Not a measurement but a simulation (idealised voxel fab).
The document below concerns the process module designated voxel gate over fins.
For reference, the cross-section in this document is cut, with width 240 nm and square cells of 5 nm.
For the purposes of this document, a cross-section shall be understood as a grid of square cells, specified as bands listed in top-to-bottom order, each band consisting of one or more rows of cells. Look at the band entry: it leads with the top's height and the bottom's height in nm. Then it lists the materials left to right, with a width in nm for each. The word "all across" on a single material says that material fills the band edge to edge. The word "air" is empty space. Height is counted from the level 0, under which the received wafer is composed throughout of one material. The lowest of the bands is not closed at the bottom but continues downward, in the notation "z 0 and below". It should be noted that a width expressed as "30 to 40" varies in equal increments from row to row of cells within the band, taking the value of the first number at the top row and that of the second number at the bottom row. Given "no change" for a step, no cell of the cross-section differs between before and after that step. Voids, sealed: empty space of 8 cells or more with no open way to the top, each as width x height at its distance from the left edge, in nm. Whatever follows a step's settings on its line is a remark the simulator itself makes about that step. Among the settings permitted on a step's line is "overlay nm"; applied to a step with a mask, it specifies the extent to which the mask lay to the right of its planned position, whereas a negative figure signifies a position to the left.

[Planned process steps]
1 op RECEIVE | material Si
2 op CONFORMAL_DEP | material SiN | thk nm 5
3 op PATTERN | tone cover | mask id FINS | material resist | width nm 15 | pitch nm 60 | thk nm 15 | overlay nm 0
4 op DIRECTIONAL_ETCH | etch materials SiN | depth nm 5
5 op DIRECTIONAL_ETCH | etch materials Si | depth nm 35
6 op STRIP | etch materials resist
7 op OXIDIZE | depth nm 5
8 op FILL_DEP | material SiO2 | thk nm 5
9 op CMP | height nm 5
10 op MASKED_ETCH | tone open | mask id RAIL | width nm 15 | etch materials SiO2 | depth nm 35 | overlay nm 0
11 op CONFORMAL_DEP | material TiN | thk nm 5
12 op FILL_DEP | material W | thk nm 5
13 op CMP | height nm 5
14 op SELECTIVE_ETCH | etch materials W Ru TiN | depth nm 25
15 op FILL_DEP | material SiO2 | thk nm 5
16 op CMP | height nm 5
17 op SELECTIVE_ETCH | etch materials SiO2 | depth nm 20
18 op STRIP | etch materials SiN
19 op CONFORMAL_DEP | material HfO2 | thk nm 5
20 op CONFORMAL_DEP | material TiN | thk nm 5
21 op FILL_DEP | material W | thk nm 15
22 op CMP | height nm 20
23 op CONFORMAL_DEP | material SiN | thk nm 5

[The first of a set of two wafers, run to plan]

[The cross-section here shows the wafer as received, i.e. in its state after step 1]
	z 0 and below: Si all across
	Voids, sealed: none

[Take a look at the wafer's cross-section after step 2]
	z 5 to 0: SiN all across
	Below 0 it's all the same as before, nothing changed down there.

[Take a look at the wafer's cross-section after step 3]
	z 20 to 5: 50 air; 15 resist; 45 air; 15 resist; 45 air; 15 resist; 55 air
	Below 5 it's all the same as before, nothing changed down there.

[Take a look at the wafer's cross-section after step 4]
	z 20 to 5: 50 air; 15 resist; 45 air; 15 resist; 45 air; 15 resist; 55 air
	z 5 to 0: 50 air; 15 SiN; 45 air; 15 SiN; 45 air; 15 SiN; 55 air
	Below 0 it's all the same as before, nothing changed down there.

[Take a look at the wafer's cross-section after step 5]
	z 20 to 5: 50 air; 15 resist; 45 air; 15 resist; 45 air; 15 resist; 55 air
	z 5 to 0: 50 air; 15 SiN; 45 air; 15 SiN; 45 air; 15 SiN; 55 air
	z 0 to -35: 50 air; 15 Si; 45 air; 15 Si; 45 air; 15 Si; 55 air
	Below -35 it's all the same as before, nothing changed down there.

[Take a look at the wafer's cross-section after step 6]
	z 5 to 0: 50 air; 15 SiN; 45 air; 15 SiN; 45 air; 15 SiN; 55 air
	Below 0 it's all the same as before, nothing changed down there.

[Take a look at the wafer's cross-section after step 7]
	z 5 to 0: 50 air; 15 SiN; 45 air; 15 SiN; 45 air; 15 SiN; 55 air
	z 0 to -35: 50 air; 5 SiO2; 5 Si; 5 SiO2; 45 air; 5 SiO2; 5 Si; 5 SiO2; 45 air; 5 SiO2; 5 Si; 5 SiO2; 55 air
	z -35 to -40: 55 SiO2; 5 Si; 55 SiO2; 5 Si; 55 SiO2; 5 Si; 60 SiO2
	Below -40 it's all the same as before, nothing changed down there.

[Take a look at the wafer's cross-section after step 8]
	z 10 to 5: SiO2 all across
	z 5 to 0: 50 SiO2; 15 SiN; 45 SiO2; 15 SiN; 45 SiO2; 15 SiN; 55 SiO2
	z 0 to -40: 55 SiO2; 5 Si; 55 SiO2; 5 Si; 55 SiO2; 5 Si; 60 SiO2
	Below -40 it's all the same as before, nothing changed down there.

[Take a look at the wafer's cross-section after step 9]
	z 5 to 0: 50 SiO2; 15 SiN; 45 SiO2; 15 SiN; 45 SiO2; 15 SiN; 55 SiO2
	Below 0 it's all the same as before, nothing changed down there.

[Take a look at the wafer's cross-section after step 10]
	z 5 to 0: 50 SiO2; 15 SiN; 15 SiO2; 15 air; 15 SiO2; 15 SiN; 45 SiO2; 15 SiN; 55 SiO2
	z 0 to -30: 55 SiO2; 5 Si; 20 SiO2; 15 air; 20 SiO2; 5 Si; 55 SiO2; 5 Si; 60 SiO2
	Below -30 it's all the same as before, nothing changed down there.

[Take a look at the wafer's cross-section after step 11]
	z 10 to 5: 85 TiN; 5 air; 150 TiN
	z 5 to 0: 50 SiO2; 15 SiN; 15 SiO2; 5 TiN; 5 air; 5 TiN; 15 SiO2; 15 SiN; 45 SiO2; 15 SiN; 55 SiO2
	z 0 to -25: 55 SiO2; 5 Si; 20 SiO2; 5 TiN; 5 air; 5 TiN; 20 SiO2; 5 Si; 55 SiO2; 5 Si; 60 SiO2
	z -25 to -30: 55 SiO2; 5 Si; 20 SiO2; 15 TiN; 20 SiO2; 5 Si; 55 SiO2; 5 Si; 60 SiO2
	Below -30 it's all the same as before, nothing changed down there.

[Take a look at the wafer's cross-section after step 12]
	z 15 to 10: W all across
	z 10 to 5: 85 TiN; 5 W; 150 TiN
	z 5 to 0: 50 SiO2; 15 SiN; 15 SiO2; 5 TiN; 5 W; 5 TiN; 15 SiO2; 15 SiN; 45 SiO2; 15 SiN; 55 SiO2
	z 0 to -25: 55 SiO2; 5 Si; 20 SiO2; 5 TiN; 5 W; 5 TiN; 20 SiO2; 5 Si; 55 SiO2; 5 Si; 60 SiO2
	Below -25 it's all the same as before, nothing changed down there.

[Take a look at the wafer's cross-section after step 13]
	z 5 to 0: 50 SiO2; 15 SiN; 15 SiO2; 5 TiN; 5 W; 5 TiN; 15 SiO2; 15 SiN; 45 SiO2; 15 SiN; 55 SiO2
	Below 0 it's all the same as before, nothing changed down there.

[Take a look at the wafer's cross-section after step 14]
	z 5 to 0: 50 SiO2; 15 SiN; 15 SiO2; 15 air; 15 SiO2; 15 SiN; 45 SiO2; 15 SiN; 55 SiO2
	z 0 to -20: 55 SiO2; 5 Si; 20 SiO2; 15 air; 20 SiO2; 5 Si; 55 SiO2; 5 Si; 60 SiO2
	Below -20 it's all the same as before, nothing changed down there.

[Take a look at the wafer's cross-section after step 15]
	z 10 to 5: SiO2 all across
	z 5 to 0: 50 SiO2; 15 SiN; 45 SiO2; 15 SiN; 45 SiO2; 15 SiN; 55 SiO2
	z 0 to -20: 55 SiO2; 5 Si; 55 SiO2; 5 Si; 55 SiO2; 5 Si; 60 SiO2
	Below -20 it's all the same as before, nothing changed down there.

[Take a look at the wafer's cross-section after step 16]
	z 5 to 0: 50 SiO2; 15 SiN; 45 SiO2; 15 SiN; 45 SiO2; 15 SiN; 55 SiO2
	Below 0 it's all the same as before, nothing changed down there.

[Take a look at the wafer's cross-section after step 17]
	z 5 to 0: 50 air; 15 SiN; 45 air; 15 SiN; 45 air; 15 SiN; 55 air
	z 0 to -15: 55 air; 5 Si; 55 air; 5 Si; 55 air; 5 Si; 60 air
	Below -15 it's all the same as before, nothing changed down there.

[Take a look at the wafer's cross-section after step 18]
	z 0 to -15: 55 air; 5 Si; 55 air; 5 Si; 55 air; 5 Si; 60 air
	Below -15 it's all the same as before, nothing changed down there.

[Take a look at the wafer's cross-section after step 19]
	z 5 to 0: 50 air; 15 HfO2; 45 air; 15 HfO2; 45 air; 15 HfO2; 55 air
	z 0 to -10: 50 air; 5 HfO2; 5 Si; 5 HfO2; 45 air; 5 HfO2; 5 Si; 5 HfO2; 45 air; 5 HfO2; 5 Si; 5 HfO2; 55 air
	z -10 to -15: 55 HfO2; 5 Si; 55 HfO2; 5 Si; 55 HfO2; 5 Si; 60 HfO2
	Below -15 it's all the same as before, nothing changed down there.

[Take a look at the wafer's cross-section after step 20]
	z 10 to 5: 45 air; 25 TiN; 35 air; 25 TiN; 35 air; 25 TiN; 50 air
	z 5 to 0: 45 air; 5 TiN; 15 HfO2; 5 TiN; 35 air; 5 TiN; 15 HfO2; 5 TiN; 35 air; 5 TiN; 15 HfO2; 5 TiN; 50 air
	z 0 to -5: 45 air; 5 TiN; 5 HfO2; 5 Si; 5 HfO2; 5 TiN; 35 air; 5 TiN; 5 HfO2; 5 Si; 5 HfO2; 5 TiN; 35 air; 5 TiN; 5 HfO2; 5 Si; 5 HfO2; 5 TiN; 50 air
	z -5 to -10: 50 TiN; 5 HfO2; 5 Si; 5 HfO2; 45 TiN; 5 HfO2; 5 Si; 5 HfO2; 45 TiN; 5 HfO2; 5 Si; 5 HfO2; 55 TiN
	Below -10 it's all the same as before, nothing changed down there.

[Take a look at the wafer's cross-section after step 21]
	z 25 to 10: W all across
	z 10 to 5: 45 W; 25 TiN; 35 W; 25 TiN; 35 W; 25 TiN; 50 W
	z 5 to 0: 45 W; 5 TiN; 15 HfO2; 5 TiN; 35 W; 5 TiN; 15 HfO2; 5 TiN; 35 W; 5 TiN; 15 HfO2; 5 TiN; 50 W
	z 0 to -5: 45 W; 5 TiN; 5 HfO2; 5 Si; 5 HfO2; 5 TiN; 35 W; 5 TiN; 5 HfO2; 5 Si; 5 HfO2; 5 TiN; 35 W; 5 TiN; 5 HfO2; 5 Si; 5 HfO2; 5 TiN; 50 W
	Below -5 it's all the same as before, nothing changed down there.

[Take a look at the wafer's cross-section after step 22]
	z 20 to 10: W all across
	Below 10 it's all the same as before, nothing changed down there.

[Take a look at the wafer's cross-section after step 23]
	z 25 to 20: SiN all across
	Below 20 it's all the same as before, nothing changed down there.

[Now the other wafer: same start, same recipe, but we messed up one thing when running it. Up to and including step 9 it's the same as the first one]

[What the second wafer looks like in cross-section when step 10 should have wrapped up]
	z 5 to 0: 50 SiO2; 15 SiN; 25 SiO2; 15 air; 5 SiO2; 15 SiN; 45 SiO2; 15 SiN; 55 SiO2
	z 0 to -30: 55 SiO2; 5 Si; 30 SiO2; 15 air; 10 SiO2; 5 Si; 55 SiO2; 5 Si; 60 SiO2
	Below -30 it's all the same as before, nothing changed down there.

[What the second wafer looks like in cross-section when step 11 should have wrapped up]
	z 10 to 5: 95 TiN; 5 air; 140 TiN
	z 5 to 0: 50 SiO2; 15 SiN; 25 SiO2; 5 TiN; 5 air; 5 TiN; 5 SiO2; 15 SiN; 45 SiO2; 15 SiN; 55 SiO2
	z 0 to -25: 55 SiO2; 5 Si; 30 SiO2; 5 TiN; 5 air; 5 TiN; 10 SiO2; 5 Si; 55 SiO2; 5 Si; 60 SiO2
	z -25 to -30: 55 SiO2; 5 Si; 30 SiO2; 15 TiN; 10 SiO2; 5 Si; 55 SiO2; 5 Si; 60 SiO2
	Below -30 it's all the same as before, nothing changed down there.

[What the second wafer looks like in cross-section when step 12 should have wrapped up]
	z 15 to 10: W all across
	z 10 to 5: 95 TiN; 5 W; 140 TiN
	z 5 to 0: 50 SiO2; 15 SiN; 25 SiO2; 5 TiN; 5 W; 5 TiN; 5 SiO2; 15 SiN; 45 SiO2; 15 SiN; 55 SiO2
	z 0 to -25: 55 SiO2; 5 Si; 30 SiO2; 5 TiN; 5 W; 5 TiN; 10 SiO2; 5 Si; 55 SiO2; 5 Si; 60 SiO2
	Below -25 it's all the same as before, nothing changed down there.

[What the second wafer looks like in cross-section when step 13 should have wrapped up]
	z 5 to 0: 50 SiO2; 15 SiN; 25 SiO2; 5 TiN; 5 W; 5 TiN; 5 SiO2; 15 SiN; 45 SiO2; 15 SiN; 55 SiO2
	Below 0 it's all the same as before, nothing changed down there.

[What the second wafer looks like in cross-section when step 14 should have wrapped up]
	z 5 to 0: 50 SiO2; 15 SiN; 25 SiO2; 15 air; 5 SiO2; 15 SiN; 45 SiO2; 15 SiN; 55 SiO2
	z 0 to -20: 55 SiO2; 5 Si; 30 SiO2; 15 air; 10 SiO2; 5 Si; 55 SiO2; 5 Si; 60 SiO2
	Below -20 it's all the same as before, nothing changed down there.

[What the second wafer looks like in cross-section when step 15 should have wrapped up]
	z 10 to 5: SiO2 all across
	z 5 to 0: 50 SiO2; 15 SiN; 45 SiO2; 15 SiN; 45 SiO2; 15 SiN; 55 SiO2
	z 0 to -20: 55 SiO2; 5 Si; 55 SiO2; 5 Si; 55 SiO2; 5 Si; 60 SiO2
	Below -20 it's all the same as before, nothing changed down there.

[What the second wafer looks like in cross-section when step 16 should have wrapped up]
	z 5 to 0: 50 SiO2; 15 SiN; 45 SiO2; 15 SiN; 45 SiO2; 15 SiN; 55 SiO2
	Below 0 it's all the same as before, nothing changed down there.

[What the second wafer looks like in cross-section when step 17 should have wrapped up]
	z 5 to 0: 50 air; 15 SiN; 45 air; 15 SiN; 45 air; 15 SiN; 55 air
	z 0 to -15: 55 air; 5 Si; 55 air; 5 Si; 55 air; 5 Si; 60 air
	Below -15 it's all the same as before, nothing changed down there.

[What the second wafer looks like in cross-section when step 18 should have wrapped up]
	z 0 to -15: 55 air; 5 Si; 55 air; 5 Si; 55 air; 5 Si; 60 air
	Below -15 it's all the same as before, nothing changed down there.

[What the second wafer looks like in cross-section when step 19 should have wrapped up]
	z 5 to 0: 50 air; 15 HfO2; 45 air; 15 HfO2; 45 air; 15 HfO2; 55 air
	z 0 to -10: 50 air; 5 HfO2; 5 Si; 5 HfO2; 45 air; 5 HfO2; 5 Si; 5 HfO2; 45 air; 5 HfO2; 5 Si; 5 HfO2; 55 air
	z -10 to -15: 55 HfO2; 5 Si; 55 HfO2; 5 Si; 55 HfO2; 5 Si; 60 HfO2
	Below -15 it's all the same as before, nothing changed down there.

[What the second wafer looks like in cross-section when step 20 should have wrapped up]
	z 10 to 5: 45 air; 25 TiN; 35 air; 25 TiN; 35 air; 25 TiN; 50 air
	z 5 to 0: 45 air; 5 TiN; 15 HfO2; 5 TiN; 35 air; 5 TiN; 15 HfO2; 5 TiN; 35 air; 5 TiN; 15 HfO2; 5 TiN; 50 air
	z 0 to -5: 45 air; 5 TiN; 5 HfO2; 5 Si; 5 HfO2; 5 TiN; 35 air; 5 TiN; 5 HfO2; 5 Si; 5 HfO2; 5 TiN; 35 air; 5 TiN; 5 HfO2; 5 Si; 5 HfO2; 5 TiN; 50 air
	z -5 to -10: 50 TiN; 5 HfO2; 5 Si; 5 HfO2; 45 TiN; 5 HfO2; 5 Si; 5 HfO2; 45 TiN; 5 HfO2; 5 Si; 5 HfO2; 55 TiN
	Below -10 it's all the same as before, nothing changed down there.

[What the second wafer looks like in cross-section when step 21 should have wrapped up]
	z 25 to 10: W all across
	z 10 to 5: 45 W; 25 TiN; 35 W; 25 TiN; 35 W; 25 TiN; 50 W
	z 5 to 0: 45 W; 5 TiN; 15 HfO2; 5 TiN; 35 W; 5 TiN; 15 HfO2; 5 TiN; 35 W; 5 TiN; 15 HfO2; 5 TiN; 50 W
	z 0 to -5: 45 W; 5 TiN; 5 HfO2; 5 Si; 5 HfO2; 5 TiN; 35 W; 5 TiN; 5 HfO2; 5 Si; 5 HfO2; 5 TiN; 35 W; 5 TiN; 5 HfO2; 5 Si; 5 HfO2; 5 TiN; 50 W
	Below -5 it's all the same as before, nothing changed down there.

[What the second wafer looks like in cross-section when step 22 should have wrapped up]
	z 20 to 10: W all across
	Below 10 it's all the same as before, nothing changed down there.

[What the second wafer looks like in cross-section when step 23 should have wrapped up]
	z 25 to 20: SiN all across
	Below 20 it's all the same as before, nothing changed down there.
What was the processing mistake? step 10 did not use the planned setting and instead ran as op MASKED_ETCH | tone open | mask id RAIL | width nm 15 | etch materials SiO2 | depth nm 35 | overlay nm 10
If you tally the cells, the second wafer ends up with the same amount of every material as the first; it's all just sitting in different places.
